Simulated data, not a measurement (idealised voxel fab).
The document below concerns the process module designated voxel wiring stack.
cross-section cut | 290 nm wide | cells 5 nm
Cross-section spec: square-cell grid; bands listed top down; each band is one or more rows. The band entry comprises the height of the band's top followed by the height of its bottom, expressed in nm, and subsequently the band's materials from left to right, each stated together with its width in nm. Where a single material is marked with the word "all across", that material fills the band from edge to edge. The word "blank" represents empty space. For the purposes of this specification, 0 denotes the height below which the wafer in its as-received condition is composed wholly of one material, and the lowermost band, lacking a lower limit, extends downward without end, as expressed in "0 -> down". You'd read "30..40" like this: the band's top row of cells is as wide as the first number, its bottom row is as wide as the second, and going down, every row changes width by the same amount as the row before did. For the purposes of this document, the phrase "remains unaltered" attached to a step denotes that no cell within the cross-section was modified by that step. "Closed void register" lists enclosed empty spaces (at least 8 cells, no open path upward to the top), each as width x height at distance from the left edge, in nm. Note: text after step settings on the step line = simulator remark on that step. overlay nm: step with mask; distance mask lay right of planned place; negative value = left of planned place.
Steps planned for the process:
1: RECEIVE with material Si
2: CONFORMAL_DEP with material SiO2, thk nm 15
3: CONFORMAL_DEP with material SiCN, thk nm 5
4: DIRECTIONAL_DEP with material SiO2, thk nm 20
5: PATTERN with tone open, mask id METAL_1, material resist, width nm 30, pitch nm 50, thk nm 15, overlay nm 0
6: DIRECTIONAL_ETCH with etch materials SiO2, depth nm 20
7: DIRECTIONAL_ETCH with etch materials SiCN, depth nm 5
8: STRIP with etch materials resist
9: CONFORMAL_DEP with material TiN, thk nm 5
10: FILL_DEP with material Cu, thk nm 5
11: CMP with height nm 40
12: EPI with material Ru, thk nm 5
13: FILL_DEP with material SiCN, thk nm 5
14: DIRECTIONAL_DEP with material lowk, thk nm 20
15: DIRECTIONAL_DEP with material aC, thk nm 15
16: PATTERN with tone open, mask id PLUG_1, material resist, width nm 15, pitch nm 50, thk nm 35, overlay nm 0
17: DIRECTIONAL_ETCH with etch materials aC, depth nm 15
18: STRIP with etch materials resist
19: DIRECTIONAL_ETCH with etch materials lowk, depth nm 20
20: DIRECTIONAL_ETCH with etch materials SiCN, depth nm 5
21: STRIP with etch materials aC
22: CONFORMAL_DEP with material TiN, thk nm 5
23: FILL_DEP with material Ru, thk nm 5
24: CMP with height nm 70
25: CONFORMAL_DEP with material SiN, thk nm 5
26: DIRECTIONAL_DEP with material lowk, thk nm 15
27: MASKED_ETCH with tone open, mask id METAL_2, width nm 30, pitch nm 50, etch materials lowk, depth nm 15, overlay nm 0
28: MASKED_ETCH with tone open, mask id METAL_2, width nm 30, pitch nm 50, etch materials SiN, depth nm 5, overlay nm 0
29: CONFORMAL_DEP with material TiN, thk nm 5
30: FILL_DEP with material Cu, thk nm 10
31: CMP with height nm 90
32: CONFORMAL_DEP with material SiCN, thk nm 5
Below: the first of two wafers, run as planned:
So this is the incoming wafer in cross-section - it's already been through step 1:
	0 -> down  Si all across
	Closed void register: none
Upon completion of step 2, the wafer appears in cross-section as shown:
	15 -> 0  SiO2 all across
	Unchanged below 0.
Upon completion of step 3, the wafer appears in cross-section as shown:
	20 -> 15  SiCN all across
	Unchanged below 15.
Upon completion of step 4, the wafer appears in cross-section as shown:
	40 -> 20  SiO2 all across
	Unchanged below 20.
Upon completion of step 5, the wafer appears in cross-section as shown:
	55 -> 40  resist 55 nm; blank 30 nm; resist 20 nm; blank 30 nm; resist 20 nm; blank 30 nm; resist 20 nm; blank 30 nm; resist 55 nm
	Unchanged below 40.
Upon completion of step 6, the wafer appears in cross-section as shown:
	55 -> 40  resist 55 nm; blank 30 nm; resist 20 nm; blank 30 nm; resist 20 nm; blank 30 nm; resist 20 nm; blank 30 nm; resist 55 nm
	40 -> 20  SiO2 55 nm; blank 30 nm; SiO2 20 nm; blank 30 nm; SiO2 20 nm; blank 30 nm; SiO2 20 nm; blank 30 nm; SiO2 55 nm
	Unchanged below 20.
Upon completion of step 7, the wafer appears in cross-section as shown:
	55 -> 40  resist 55 nm; blank 30 nm; resist 20 nm; blank 30 nm; resist 20 nm; blank 30 nm; resist 20 nm; blank 30 nm; resist 55 nm
	40 -> 20  SiO2 55 nm; blank 30 nm; SiO2 20 nm; blank 30 nm; SiO2 20 nm; blank 30 nm; SiO2 20 nm; blank 30 nm; SiO2 55 nm
	20 -> 15  SiCN 55 nm; blank 30 nm; SiCN 20 nm; blank 30 nm; SiCN 20 nm; blank 30 nm; SiCN 20 nm; blank 30 nm; SiCN 55 nm
	Unchanged below 15.
Upon completion of step 8, the wafer appears in cross-section as shown:
	40 -> 20  SiO2 55 nm; blank 30 nm; SiO2 20 nm; blank 30 nm; SiO2 20 nm; blank 30 nm; SiO2 20 nm; blank 30 nm; SiO2 55 nm
	Unchanged below 20.
Upon completion of step 9, the wafer appears in cross-section as shown:
	45 -> 40  TiN 60 nm; blank 20 nm; TiN 30 nm; blank 20 nm; TiN 30 nm; blank 20 nm; TiN 30 nm; blank 20 nm; TiN 60 nm
	40 -> 20  SiO2 55 nm; TiN 5 nm; blank 20 nm; TiN 5 nm; SiO2 20 nm; TiN 5 nm; blank 20 nm; TiN 5 nm; SiO2 20 nm; TiN 5 nm; blank 20 nm; TiN 5 nm; SiO2 20 nm; TiN 5 nm; blank 20 nm; TiN 5 nm; SiO2 55 nm
	20 -> 15  SiCN 55 nm; TiN 30 nm; SiCN 20 nm; TiN 30 nm; SiCN 20 nm; TiN 30 nm; SiCN 20 nm; TiN 30 nm; SiCN 55 nm
	Unchanged below 15.
Upon completion of step 10, the wafer appears in cross-section as shown:
	50 -> 45  Cu all across
	45 -> 40  TiN 60 nm; Cu 20 nm; TiN 30 nm; Cu 20 nm; TiN 30 nm; Cu 20 nm; TiN 30 nm; Cu 20 nm; TiN 60 nm
	40 -> 20  SiO2 55 nm; TiN 5 nm; Cu 20 nm; TiN 5 nm; SiO2 20 nm; TiN 5 nm; Cu 20 nm; TiN 5 nm; SiO2 20 nm; TiN 5 nm; Cu 20 nm; TiN 5 nm; SiO2 20 nm; TiN 5 nm; Cu 20 nm; TiN 5 nm; SiO2 55 nm
	Unchanged below 20.
Upon completion of step 11, the wafer appears in cross-section as shown:
	40 -> 20  SiO2 55 nm; TiN 5 nm; Cu 20 nm; TiN 5 nm; SiO2 20 nm; TiN 5 nm; Cu 20 nm; TiN 5 nm; SiO2 20 nm; TiN 5 nm; Cu 20 nm; TiN 5 nm; SiO2 20 nm; TiN 5 nm; Cu 20 nm; TiN 5 nm; SiO2 55 nm
	Unchanged below 20.
Upon completion of step 12, the wafer appears in cross-section as shown:
	45 -> 40  blank 50 nm; Ru 40 nm; blank 10 nm; Ru 40 nm; blank 10 nm; Ru 40 nm; blank 10 nm; Ru 40 nm; blank 50 nm
	Unchanged below 40.
Upon completion of step 13, the wafer appears in cross-section as shown:
	50 -> 45  SiCN all across
	45 -> 40  SiCN 50 nm; Ru 40 nm; SiCN 10 nm; Ru 40 nm; SiCN 10 nm; Ru 40 nm; SiCN 10 nm; Ru 40 nm; SiCN 50 nm
	Unchanged below 40.
Upon completion of step 14, the wafer appears in cross-section as shown:
	70 -> 50  lowk all across
	Unchanged below 50.
Upon completion of step 15, the wafer appears in cross-section as shown:
	85 -> 70  aC all across
	Unchanged below 70.
Upon completion of step 16, the wafer appears in cross-section as shown:
	120 -> 85  resist 55 nm; blank 15 nm; resist 35 nm; blank 15 nm; resist 35 nm; blank 15 nm; resist 35 nm; blank 15 nm; resist 70 nm
	Unchanged below 85.
Upon completion of step 17, the wafer appears in cross-section as shown:
	105 -> 85  resist 55 nm; blank 15 nm; resist 35 nm; blank 15 nm; resist 35 nm; blank 15 nm; resist 35 nm; blank 15 nm; resist 70 nm
	85 -> 70  aC 55 nm; blank 15 nm; aC 35 nm; blank 15 nm; aC 35 nm; blank 15 nm; aC 35 nm; blank 15 nm; aC 70 nm
	Unchanged below 70.
Upon completion of step 18, the wafer appears in cross-section as shown:
	85 -> 70  aC 55 nm; blank 15 nm; aC 35 nm; blank 15 nm; aC 35 nm; blank 15 nm; aC 35 nm; blank 15 nm; aC 70 nm
	Unchanged below 70.
Upon completion of step 19, the wafer appears in cross-section as shown:
	85 -> 70  aC 55 nm; blank 15 nm; aC 35 nm; blank 15 nm; aC 35 nm; blank 15 nm; aC 35 nm; blank 15 nm; aC 70 nm
	70 -> 50  lowk 55 nm; blank 15 nm; lowk 35 nm; blank 15 nm; lowk 35 nm; blank 15 nm; lowk 35 nm; blank 15 nm; lowk 70 nm
	Unchanged below 50.
Upon completion of step 20, the wafer appears in cross-section as shown:
	85 -> 70  aC 55 nm; blank 15 nm; aC 35 nm; blank 15 nm; aC 35 nm; blank 15 nm; aC 35 nm; blank 15 nm; aC 70 nm
	70 -> 50  lowk 55 nm; blank 15 nm; lowk 35 nm; blank 15 nm; lowk 35 nm; blank 15 nm; lowk 35 nm; blank 15 nm; lowk 70 nm
	50 -> 45  SiCN 55 nm; blank 15 nm; SiCN 35 nm; blank 15 nm; SiCN 35 nm; blank 15 nm; SiCN 35 nm; blank 15 nm; SiCN 70 nm
	Unchanged below 45.
Upon completion of step 21, the wafer appears in cross-section as shown:
	70 -> 50  lowk 55 nm; blank 15 nm; lowk 35 nm; blank 15 nm; lowk 35 nm; blank 15 nm; lowk 35 nm; blank 15 nm; lowk 70 nm
	Unchanged below 50.
Upon completion of step 22, the wafer appears in cross-section as shown:
	75 -> 70  TiN 60 nm; blank 5 nm; TiN 45 nm; blank 5 nm; TiN 45 nm; blank 5 nm; TiN 45 nm; blank 5 nm; TiN 75 nm
	70 -> 50  lowk 55 nm; TiN 5 nm; blank 5 nm; TiN 5 nm; lowk 35 nm; TiN 5 nm; blank 5 nm; TiN 5 nm; lowk 35 nm; TiN 5 nm; blank 5 nm; TiN 5 nm; lowk 35 nm; TiN 5 nm; blank 5 nm; TiN 5 nm; lowk 70 nm
	50 -> 45  SiCN 55 nm; TiN 15 nm; SiCN 35 nm; TiN 15 nm; SiCN 35 nm; TiN 15 nm; SiCN 35 nm; TiN 15 nm; SiCN 70 nm
	Unchanged below 45.
Upon completion of step 23, the wafer appears in cross-section as shown:
	80 -> 75  Ru all across
	75 -> 70  TiN 60 nm; Ru 5 nm; TiN 45 nm; Ru 5 nm; TiN 45 nm; Ru 5 nm; TiN 45 nm; Ru 5 nm; TiN 75 nm
	70 -> 50  lowk 55 nm; TiN 5 nm; Ru 5 nm; TiN 5 nm; lowk 35 nm; TiN 5 nm; Ru 5 nm; TiN 5 nm; lowk 35 nm; TiN 5 nm; Ru 5 nm; TiN 5 nm; lowk 35 nm; TiN 5 nm; Ru 5 nm; TiN 5 nm; lowk 70 nm
	Unchanged below 50.
Upon completion of step 24, the wafer appears in cross-section as shown:
	70 -> 50  lowk 55 nm; TiN 5 nm; Ru 5 nm; TiN 5 nm; lowk 35 nm; TiN 5 nm; Ru 5 nm; TiN 5 nm; lowk 35 nm; TiN 5 nm; Ru 5 nm; TiN 5 nm; lowk 35 nm; TiN 5 nm; Ru 5 nm; TiN 5 nm; lowk 70 nm
	Unchanged below 50.
Upon completion of step 25, the wafer appears in cross-section as shown:
	75 -> 70  SiN all across
	Unchanged below 70.
Upon completion of step 26, the wafer appears in cross-section as shown:
	90 -> 75  lowk all across
	Unchanged below 75.
Upon completion of step 27, the wafer appears in cross-section as shown:
	90 -> 75  lowk 55 nm; blank 30 nm; lowk 20 nm; blank 30 nm; lowk 20 nm; blank 30 nm; lowk 20 nm; blank 30 nm; lowk 55 nm
	Unchanged below 75.
Upon completion of step 28, the wafer appears in cross-section as shown:
	90 -> 75  lowk 55 nm; blank 30 nm; lowk 20 nm; blank 30 nm; lowk 20 nm; blank 30 nm; lowk 20 nm; blank 30 nm; lowk 55 nm
	75 -> 70  SiN 55 nm; blank 30 nm; SiN 20 nm; blank 30 nm; SiN 20 nm; blank 30 nm; SiN 20 nm; blank 30 nm; SiN 55 nm
	Unchanged below 70.
Upon completion of step 29, the wafer appears in cross-section as shown:
	95 -> 90  TiN 60 nm; blank 20 nm; TiN 30 nm; blank 20 nm; TiN 30 nm; blank 20 nm; TiN 30 nm; blank 20 nm; TiN 60 nm
	90 -> 75  lowk 55 nm; TiN 5 nm; blank 20 nm; TiN 5 nm; lowk 20 nm; TiN 5 nm; blank 20 nm; TiN 5 nm; lowk 20 nm; TiN 5 nm; blank 20 nm; TiN 5 nm; lowk 20 nm; TiN 5 nm; blank 20 nm; TiN 5 nm; lowk 55 nm
	75 -> 70  SiN 55 nm; TiN 30 nm; SiN 20 nm; TiN 30 nm; SiN 20 nm; TiN 30 nm; SiN 20 nm; TiN 30 nm; SiN 55 nm
	Unchanged below 70.
Upon completion of step 30, the wafer appears in cross-section as shown:
	105 -> 95  Cu all across
	95 -> 90  TiN 60 nm; Cu 20 nm; TiN 30 nm; Cu 20 nm; TiN 30 nm; Cu 20 nm; TiN 30 nm; Cu 20 nm; TiN 60 nm
	90 -> 75  lowk 55 nm; TiN 5 nm; Cu 20 nm; TiN 5 nm; lowk 20 nm; TiN 5 nm; Cu 20 nm; TiN 5 nm; lowk 20 nm; TiN 5 nm; Cu 20 nm; TiN 5 nm; lowk 20 nm; TiN 5 nm; Cu 20 nm; TiN 5 nm; lowk 55 nm
	Unchanged below 75.
Upon completion of step 31, the wafer appears in cross-section as shown:
	90 -> 75  lowk 55 nm; TiN 5 nm; Cu 20 nm; TiN 5 nm; lowk 20 nm; TiN 5 nm; Cu 20 nm; TiN 5 nm; lowk 20 nm; TiN 5 nm; Cu 20 nm; TiN 5 nm; lowk 20 nm; TiN 5 nm; Cu 20 nm; TiN 5 nm; lowk 55 nm
	Unchanged below 75.
Upon completion of step 32, the wafer appears in cross-section as shown:
	95 -> 90  SiCN all across
	Unchanged below 90.
The remaining wafer, second of the two, started like the first and was run to the same plan, except that one mistake was made along the way; the two coincide through step 4, inclusive:
Second wafer, cross-section, planned end of step 5:
	55 -> 40  resist 60 nm; blank 25 nm; resist 25 nm; blank 25 nm; resist 25 nm; blank 25 nm; resist 25 nm; blank 25 nm; resist 55 nm
	Unchanged below 40.
Second wafer, cross-section, planned end of step 6:
	55 -> 40  resist 60 nm; blank 25 nm; resist 25 nm; blank 25 nm; resist 25 nm; blank 25 nm; resist 25 nm; blank 25 nm; resist 55 nm
	40 -> 20  SiO2 60 nm; blank 25 nm; SiO2 25 nm; blank 25 nm; SiO2 25 nm; blank 25 nm; SiO2 25 nm; blank 25 nm; SiO2 55 nm
	Unchanged below 20.
Second wafer, cross-section, planned end of step 7:
	55 -> 40  resist 60 nm; blank 25 nm; resist 25 nm; blank 25 nm; resist 25 nm; blank 25 nm; resist 25 nm; blank 25 nm; resist 55 nm
	40 -> 20  SiO2 60 nm; blank 25 nm; SiO2 25 nm; blank 25 nm; SiO2 25 nm; blank 25 nm; SiO2 25 nm; blank 25 nm; SiO2 55 nm
	20 -> 15  SiCN 60 nm; blank 25 nm; SiCN 25 nm; blank 25 nm; SiCN 25 nm; blank 25 nm; SiCN 25 nm; blank 25 nm; SiCN 55 nm
	Unchanged below 15.
Second wafer, cross-section, planned end of step 8:
	40 -> 20  SiO2 60 nm; blank 25 nm; SiO2 25 nm; blank 25 nm; SiO2 25 nm; blank 25 nm; SiO2 25 nm; blank 25 nm; SiO2 55 nm
	Unchanged below 20.
Second wafer, cross-section, planned end of step 9:
	45 -> 40  TiN 65 nm; blank 15 nm; TiN 35 nm; blank 15 nm; TiN 35 nm; blank 15 nm; TiN 35 nm; blank 15 nm; TiN 60 nm
	40 -> 20  SiO2 60 nm; TiN 5 nm; blank 15 nm; TiN 5 nm; SiO2 25 nm; TiN 5 nm; blank 15 nm; TiN 5 nm; SiO2 25 nm; TiN 5 nm; blank 15 nm; TiN 5 nm; SiO2 25 nm; TiN 5 nm; blank 15 nm; TiN 5 nm; SiO2 55 nm
	20 -> 15  SiCN 60 nm; TiN 25 nm; SiCN 25 nm; TiN 25 nm; SiCN 25 nm; TiN 25 nm; SiCN 25 nm; TiN 25 nm; SiCN 55 nm
	Unchanged below 15.
Second wafer, cross-section, planned end of step 10:
	50 -> 45  Cu all across
	45 -> 40  TiN 65 nm; Cu 15 nm; TiN 35 nm; Cu 15 nm; TiN 35 nm; Cu 15 nm; TiN 35 nm; Cu 15 nm; TiN 60 nm
	40 -> 20  SiO2 60 nm; TiN 5 nm; Cu 15 nm; TiN 5 nm; SiO2 25 nm; TiN 5 nm; Cu 15 nm; TiN 5 nm; SiO2 25 nm; TiN 5 nm; Cu 15 nm; TiN 5 nm; SiO2 25 nm; TiN 5 nm; Cu 15 nm; TiN 5 nm; SiO2 55 nm
	Unchanged below 20.
Second wafer, cross-section, planned end of step 11:
	40 -> 20  SiO2 60 nm; TiN 5 nm; Cu 15 nm; TiN 5 nm; SiO2 25 nm; TiN 5 nm; Cu 15 nm; TiN 5 nm; SiO2 25 nm; TiN 5 nm; Cu 15 nm; TiN 5 nm; SiO2 25 nm; TiN 5 nm; Cu 15 nm; TiN 5 nm; SiO2 55 nm
	Unchanged below 20.
Second wafer, cross-section, planned end of step 12:
	45 -> 40  blank 55 nm; Ru 35 nm; blank 15 nm; Ru 35 nm; blank 15 nm; Ru 35 nm; blank 15 nm; Ru 35 nm; blank 50 nm
	Unchanged below 40.
Second wafer, cross-section, planned end of step 13:
	50 -> 45  SiCN all across
	45 -> 40  SiCN 55 nm; Ru 35 nm; SiCN 15 nm; Ru 35 nm; SiCN 15 nm; Ru 35 nm; SiCN 15 nm; Ru 35 nm; SiCN 50 nm
	Unchanged below 40.
Second wafer, cross-section, planned end of step 14:
	70 -> 50  lowk all across
	Unchanged below 50.
Second wafer, cross-section, planned end of step 15:
	85 -> 70  aC all across
	Unchanged below 70.
Second wafer, cross-section, planned end of step 16:
	120 -> 85  resist 55 nm; blank 15 nm; resist 35 nm; blank 15 nm; resist 35 nm; blank 15 nm; resist 35 nm; blank 15 nm; resist 70 nm
	Unchanged below 85.
Second wafer, cross-section, planned end of step 17:
	105 -> 85  resist 55 nm; blank 15 nm; resist 35 nm; blank 15 nm; resist 35 nm; blank 15 nm; resist 35 nm; blank 15 nm; resist 70 nm
	85 -> 70  aC 55 nm; blank 15 nm; aC 35 nm; blank 15 nm; aC 35 nm; blank 15 nm; aC 35 nm; blank 15 nm; aC 70 nm
	Unchanged below 70.
Second wafer, cross-section, planned end of step 18:
	85 -> 70  aC 55 nm; blank 15 nm; aC 35 nm; blank 15 nm; aC 35 nm; blank 15 nm; aC 35 nm; blank 15 nm; aC 70 nm
	Unchanged below 70.
Second wafer, cross-section, planned end of step 19:
	85 -> 70  aC 55 nm; blank 15 nm; aC 35 nm; blank 15 nm; aC 35 nm; blank 15 nm; aC 35 nm; blank 15 nm; aC 70 nm
	70 -> 50  lowk 55 nm; blank 15 nm; lowk 35 nm; blank 15 nm; lowk 35 nm; blank 15 nm; lowk 35 nm; blank 15 nm; lowk 70 nm
	Unchanged below 50.
Second wafer, cross-section, planned end of step 20:
	85 -> 70  aC 55 nm; blank 15 nm; aC 35 nm; blank 15 nm; aC 35 nm; blank 15 nm; aC 35 nm; blank 15 nm; aC 70 nm
	70 -> 50  lowk 55 nm; blank 15 nm; lowk 35 nm; blank 15 nm; lowk 35 nm; blank 15 nm; lowk 35 nm; blank 15 nm; lowk 70 nm
	50 -> 45  SiCN 55 nm; blank 15 nm; SiCN 35 nm; blank 15 nm; SiCN 35 nm; blank 15 nm; SiCN 35 nm; blank 15 nm; SiCN 70 nm
	Unchanged below 45.
Second wafer, cross-section, planned end of step 21:
	70 -> 50  lowk 55 nm; blank 15 nm; lowk 35 nm; blank 15 nm; lowk 35 nm; blank 15 nm; lowk 35 nm; blank 15 nm; lowk 70 nm
	Unchanged below 50.
Second wafer, cross-section, planned end of step 22:
	75 -> 70  TiN 60 nm; blank 5 nm; TiN 45 nm; blank 5 nm; TiN 45 nm; blank 5 nm; TiN 45 nm; blank 5 nm; TiN 75 nm
	70 -> 50  lowk 55 nm; TiN 5 nm; blank 5 nm; TiN 5 nm; lowk 35 nm; TiN 5 nm; blank 5 nm; TiN 5 nm; lowk 35 nm; TiN 5 nm; blank 5 nm; TiN 5 nm; lowk 35 nm; TiN 5 nm; blank 5 nm; TiN 5 nm; lowk 70 nm
	50 -> 45  SiCN 55 nm; TiN 15 nm; SiCN 35 nm; TiN 15 nm; SiCN 35 nm; TiN 15 nm; SiCN 35 nm; TiN 15 nm; SiCN 70 nm
	Unchanged below 45.
Second wafer, cross-section, planned end of step 23:
	80 -> 75  Ru all across
	75 -> 70  TiN 60 nm; Ru 5 nm; TiN 45 nm; Ru 5 nm; TiN 45 nm; Ru 5 nm; TiN 45 nm; Ru 5 nm; TiN 75 nm
	70 -> 50  lowk 55 nm; TiN 5 nm; Ru 5 nm; TiN 5 nm; lowk 35 nm; TiN 5 nm; Ru 5 nm; TiN 5 nm; lowk 35 nm; TiN 5 nm; Ru 5 nm; TiN 5 nm; lowk 35 nm; TiN 5 nm; Ru 5 nm; TiN 5 nm; lowk 70 nm
	Unchanged below 50.
Second wafer, cross-section, planned end of step 24:
	70 -> 50  lowk 55 nm; TiN 5 nm; Ru 5 nm; TiN 5 nm; lowk 35 nm; TiN 5 nm; Ru 5 nm; TiN 5 nm; lowk 35 nm; TiN 5 nm; Ru 5 nm; TiN 5 nm; lowk 35 nm; TiN 5 nm; Ru 5 nm; TiN 5 nm; lowk 70 nm
	Unchanged below 50.
Second wafer, cross-section, planned end of step 25:
	75 -> 70  SiN all across
	Unchanged below 70.
Second wafer, cross-section, planned end of step 26:
	90 -> 75  lowk all across
	Unchanged below 75.
Second wafer, cross-section, planned end of step 27:
	90 -> 75  lowk 55 nm; blank 30 nm; lowk 20 nm; blank 30 nm; lowk 20 nm; blank 30 nm; lowk 20 nm; blank 30 nm; lowk 55 nm
	Unchanged below 75.
Second wafer, cross-section, planned end of step 28:
	90 -> 75  lowk 55 nm; blank 30 nm; lowk 20 nm; blank 30 nm; lowk 20 nm; blank 30 nm; lowk 20 nm; blank 30 nm; lowk 55 nm
	75 -> 70  SiN 55 nm; blank 30 nm; SiN 20 nm; blank 30 nm; SiN 20 nm; blank 30 nm; SiN 20 nm; blank 30 nm; SiN 55 nm
	Unchanged below 70.
Second wafer, cross-section, planned end of step 29:
	95 -> 90  TiN 60 nm; blank 20 nm; TiN 30 nm; blank 20 nm; TiN 30 nm; blank 20 nm; TiN 30 nm; blank 20 nm; TiN 60 nm
	90 -> 75  lowk 55 nm; TiN 5 nm; blank 20 nm; TiN 5 nm; lowk 20 nm; TiN 5 nm; blank 20 nm; TiN 5 nm; lowk 20 nm; TiN 5 nm; blank 20 nm; TiN 5 nm; lowk 20 nm; TiN 5 nm; blank 20 nm; TiN 5 nm; lowk 55 nm
	75 -> 70  SiN 55 nm; TiN 30 nm; SiN 20 nm; TiN 30 nm; SiN 20 nm; TiN 30 nm; SiN 20 nm; TiN 30 nm; SiN 55 nm
	Unchanged below 70.
Second wafer, cross-section, planned end of step 30:
	105 -> 95  Cu all across
	95 -> 90  TiN 60 nm; Cu 20 nm; TiN 30 nm; Cu 20 nm; TiN 30 nm; Cu 20 nm; TiN 30 nm; Cu 20 nm; TiN 60 nm
	90 -> 75  lowk 55 nm; TiN 5 nm; Cu 20 nm; TiN 5 nm; lowk 20 nm; TiN 5 nm; Cu 20 nm; TiN 5 nm; lowk 20 nm; TiN 5 nm; Cu 20 nm; TiN 5 nm; lowk 20 nm; TiN 5 nm; Cu 20 nm; TiN 5 nm; lowk 55 nm
	Unchanged below 75.
Second wafer, cross-section, planned end of step 31:
	90 -> 75  lowk 55 nm; TiN 5 nm; Cu 20 nm; TiN 5 nm; lowk 20 nm; TiN 5 nm; Cu 20 nm; TiN 5 nm; lowk 20 nm; TiN 5 nm; Cu 20 nm; TiN 5 nm; lowk 20 nm; TiN 5 nm; Cu 20 nm; TiN 5 nm; lowk 55 nm
	Unchanged below 75.
Second wafer, cross-section, planned end of step 32:
	95 -> 90  SiCN all across
	Unchanged below 90.
What went wrong in running the wafer? in deviation from the planned setting, step 5 was conducted as PATTERN with tone open, mask id METAL_1, material resist, width nm 25, pitch nm 50, thk nm 15, overlay nm 0
Count the cells at the end and the second wafer has more or fewer of some materials than the first: 16 fewer of Cu; 4 fewer of Ru; 8 more of SiCN; 16 more of SiO2; 4 fewer of TiN
